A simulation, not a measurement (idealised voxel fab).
Process module, titled voxel double patterning
Section cut is 205 nm wide and gridded with 5 nm square cells.
In this document a cross-section is written as a grid of square cells. It is given as a series of bands, listed from the top down, and a band is one or more rows of cells. In this notation a band is specified by the heights of its top and bottom, in that order and in nm, after which its materials appear from left to right, each paired with its width in nm. The word "throughout" attached to a single material means that material fills the band from edge to edge; the word "air" stands for empty space. Height reference: 0 = level under which incoming wafer is all one material. Lowest band: no bottom, runs on downward, e.g. "0 nm and below". Think of "30->40" as a width that walks from the first number to the second as you go down the band, top row to bottom row, taking equal-sized steps from row to row. Key: "remains unaltered" - step with no changed cell in the cross-section. "Closed void entries" means: voids of 8 cells or more that are shut off from the top with no open way through. Written width x height at distance, distance from the left edge, in nm. Formally, on a step line, whatever follows the settings is a remark that the simulator itself makes on the step. "overlay nm" answers the question of how far to the right of plan the mask lay on a step that has a mask, and when it is negative the answer is to the left.
[This section lists the process steps that were planned]
step 1: RECEIVE: material Si
step 2: CONFORMAL_DEP: material SiO2, thk nm 5
step 3: DIRECTIONAL_DEP: material W, thk nm 10
step 4: DIRECTIONAL_DEP: material SiN, thk nm 10
step 5: PATTERN: tone open, mask id FIRST, material resist, width nm 15, pitch nm 50, thk nm 15, overlay nm 0
step 6: DIRECTIONAL_ETCH: etch materials SiN, depth nm 10
step 7: STRIP: etch materials resist
step 8: MASKED_ETCH: tone open, mask id SECOND, width nm 15, etch materials SiN, depth nm 10, overlay nm 0
step 9: DIRECTIONAL_ETCH: etch materials W, depth nm 10
step 10: STRIP: etch materials SiN
[Here's what the wafer looked like in cross-section when it arrived - that's after step 1]
- 0 nm and below  Si throughout
- Closed void entries: none
[Wafer at module end, in section. Began as above, planned as above, run with one mistake]
- 15 nm to 10 nm  SiO2 throughout
- 10 nm to 0 nm  W throughout
- 0 nm and below  Si throughout
- Closed void entries: none
What was done differently from what was planned? steps 2 and 3: order swapped relative to plan
